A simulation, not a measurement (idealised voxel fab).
Documented hereafter: the process module known as voxel self aligned vias.
It is cross-section cut that appears here, measuring 155 nm in width, its square cells being 5 nm in size.
Cross-section layout: square cells on a grid; listed as bands, top to bottom; a band spans one or more cell rows.
Top height, bottom height, nm. Materials left to right, width each, nm. Single material + "everywhere" = fills band edge to edge. "blank" = empty.
Beneath 0, the wafer as received is one material, and that level is where height counting begins. The lowest band goes on downward without a bottom; it is written like "0 nm and below".
So if you see something like "30 to 40" for the width, read it as the top row of the band sitting at the first number and the bottom row at the second, with every row in between moving by the same amount as the last.
Step marked "nothing altered"? Then no cell in the cross-section changed in it.
Look at "Closed void table" for the closed voids: empty spaces with no open path to the top, sized 8 cells or up. Each is width x height at distance, distance from the left edge, all nm.
On a step's line, text after the settings is the simulator commenting on that step.
overlay nm: step with mask; distance mask lay right of planned place; negative value = left of planned place.

# The following list gives the planned process steps
- 1: op RECEIVE | material Si
- 2: op CONFORMAL_DEP | material SiO2 | thk nm 15
- 3: op CONFORMAL_DEP | material SiCN | thk nm 5
- 4: op DIRECTIONAL_DEP | material SiO2 | thk nm 25
- 5: op PATTERN | tone open | mask id LINES | material resist | width nm 30 | pitch nm 55 | thk nm 15 | overlay nm 0
- 6: op DIRECTIONAL_ETCH | etch materials SiO2 | depth nm 25
- 7: op STRIP | etch materials resist
- 8: op CONFORMAL_DEP | material TiN | thk nm 5
- 9: op FILL_DEP | material W | thk nm 10
- 10: op CMP | height nm 45
- 11: op SELECTIVE_ETCH | etch materials W Ru TiN | depth nm 5
- 12: op FILL_DEP | material SiN | thk nm 10
- 13: op CMP | height nm 45
- 14: op DIRECTIONAL_DEP | material SiO2 | thk nm 15
- 15: op MASKED_ETCH | tone open | mask id VIAS | width nm 40 | pitch nm 55 | etch materials SiO2 | depth nm 15 | overlay nm 0
- 16: op MASKED_ETCH | tone open | mask id VIAS | width nm 40 | pitch nm 55 | etch materials SiN | depth nm 5 | overlay nm 0
- 17: op CONFORMAL_DEP | material TiN | thk nm 5
- 18: op FILL_DEP | material Ru | thk nm 10
- 19: op CMP | height nm 60
- 20: op CONFORMAL_DEP | material SiCN | thk nm 5

# Cross-sectional view of the wafer in its as-received condition, corresponding to the state after step 1
> 0 nm and below = Si everywhere
> Closed void table: none

# Same starting wafer, same plan as above, one mistake in the execution; this is the cross-section at the end of the module
> 65 nm to 60 nm = SiCN everywhere
> 60 nm to 50 nm = SiO2=30, TiN=5, Ru=30, TiN=5, SiO2=15, TiN=5, Ru=30, TiN=5, SiO2=30
> 50 nm to 45 nm = SiO2=30, TiN=10, Ru=20, TiN=10, SiO2=15, TiN=10, Ru=20, TiN=10, SiO2=30
> 45 nm to 40 nm = SiO2=35, TiN=30, SiO2=25, TiN=30, SiO2=35
> 40 nm to 30 nm = SiO2=35, TiN=5, W=20, TiN=5, SiO2=25, TiN=5, W=20, TiN=5, SiO2=35
> 30 nm to 25 nm = SiO2=35, TiN=30, SiO2=25, TiN=30, SiO2=35
> 25 nm to 20 nm = SiCN everywhere
> 20 nm to 0 nm = SiO2 everywhere
> 0 nm and below = Si everywhere
> Closed void table: none
So what did we get wrong on this run? in deviation from the planned setting, step 2 was conducted as op CONFORMAL_DEP | material SiO2 | thk nm 20
